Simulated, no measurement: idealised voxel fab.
The name of this process module is voxel ribs on slabs.
Section shown: cut. Width: 290 nm. Cell size: 5 nm, square.
Bands, listed from the top down, are how a cross-section gets written in this document; the cross-section itself is a grid of square cells, and a band is one or more rows of them. Read a band's entry like this: the first values are the height of its top and the height of its bottom in nm, and what follows is the sequence of materials from left to right, each with its width in nm. Note that "air" is empty space, and that a single material marked "all across" reaches across the band from edge to edge. Counting heights begins at 0, where everything beneath is, in the wafer as received, one material. The lowest band has no bottom; it goes on downwards, as "0..down" shows. Quick explanation for "30->40": the width changes in equal steps down the rows of cells, from the first number in the band's top row to the second number in its bottom row. Where the words "remained unchanged" appear for a step, the cross-section shows no cell changed by that step; every cell remained as before. Reported under the label "Tabulated closed voids" are the empty spaces having no open way to the top and comprising 8 cells or more; the notation for each is width x height at distance, in which the distance is measured from the left edge and all three values are in nm. Step line, after settings: the simulator's comment on this step. overlay nm: how far to the right of its planned place the mask lay on this masked step (negative: to the left).
### The process steps that were planned are listed below
1,RECEIVE, material Si
2,DIRECTIONAL_DEP, material SiO2, thk nm 20
3,DIRECTIONAL_DEP, material polySi, thk nm 15
4,DIRECTIONAL_DEP, material aC, thk nm 15
5,PATTERN, tone cover, mask id RIB, material resist, width nm 15, thk nm 30, overlay nm 0
6,DIRECTIONAL_ETCH, etch materials aC, depth nm 15
7,STRIP, etch materials resist
8,DIRECTIONAL_ETCH, etch materials polySi, depth nm 10
9,STRIP, etch materials aC
10,MASKED_ETCH, tone cover, mask id SLAB, width nm 45, etch materials polySi, depth nm 5, overlay nm 0
11,FILL_DEP, material SiO2, thk nm 25
12,CMP, height nm 55
13,DIRECTIONAL_DEP, material W, thk nm 10
14,DIRECTIONAL_DEP, material aC, thk nm 15
15,PATTERN, tone cover, mask id HEATER, material resist, width nm 25, thk nm 30, overlay nm 0
16,DIRECTIONAL_ETCH, etch materials aC, depth nm 15
17,STRIP, etch materials resist
18,DIRECTIONAL_ETCH, etch materials W, depth nm 10
19,STRIP, etch materials aC
20,CONFORMAL_DEP, material SiN, thk nm 5
### Wafer as received: cross-section following step 1
* 0..down = Si all across
* Tabulated closed voids: none
### Cross-section: first of two wafers, module finished, run according to plan
* 70..65 = air=125, then SiN=35, then air=130
* 65..60 = air=125, then SiN=5, then W=25, then SiN=5, then air=130
* 60..55 = SiN=130, then W=25, then SiN=135
* 55..35 = SiO2 all across
* 35..25 = SiO2=135, then polySi=15, then SiO2=140
* 25..20 = SiO2=120, then polySi=45, then SiO2=125
* 20..0 = SiO2 all across
* 0..down = Si all across
* Tabulated closed voids: none
### Cross-sectional view of the second of two wafers upon completion of the module. This wafer shared its starting condition and process plan with the first; one error was made during its execution
* 70..65 = air=125, then SiN=35, then air=130
* 65..60 = air=125, then SiN=5, then W=25, then SiN=5, then air=130
* 60..55 = SiN=130, then W=25, then SiN=135
* 55..35 = SiO2 all across
* 35..25 = SiO2=135, then polySi=15, then SiO2=140
* 25..20 = SiO2=125, then polySi=35, then SiO2=130
* 20..0 = SiO2 all across
* 0..down = Si all across
* Tabulated closed voids: none
What broke from the plan during processing? step 10 was run on a setting that differed from the plan, and what really ran there is MASKED_ETCH, tone cover, mask id SLAB, width nm 35, etch materials polySi, depth nm 5, overlay nm 0
Materials where the second wafer ends with more or fewer cells than the first: 2 more of SiO2; 2 fewer of polySi
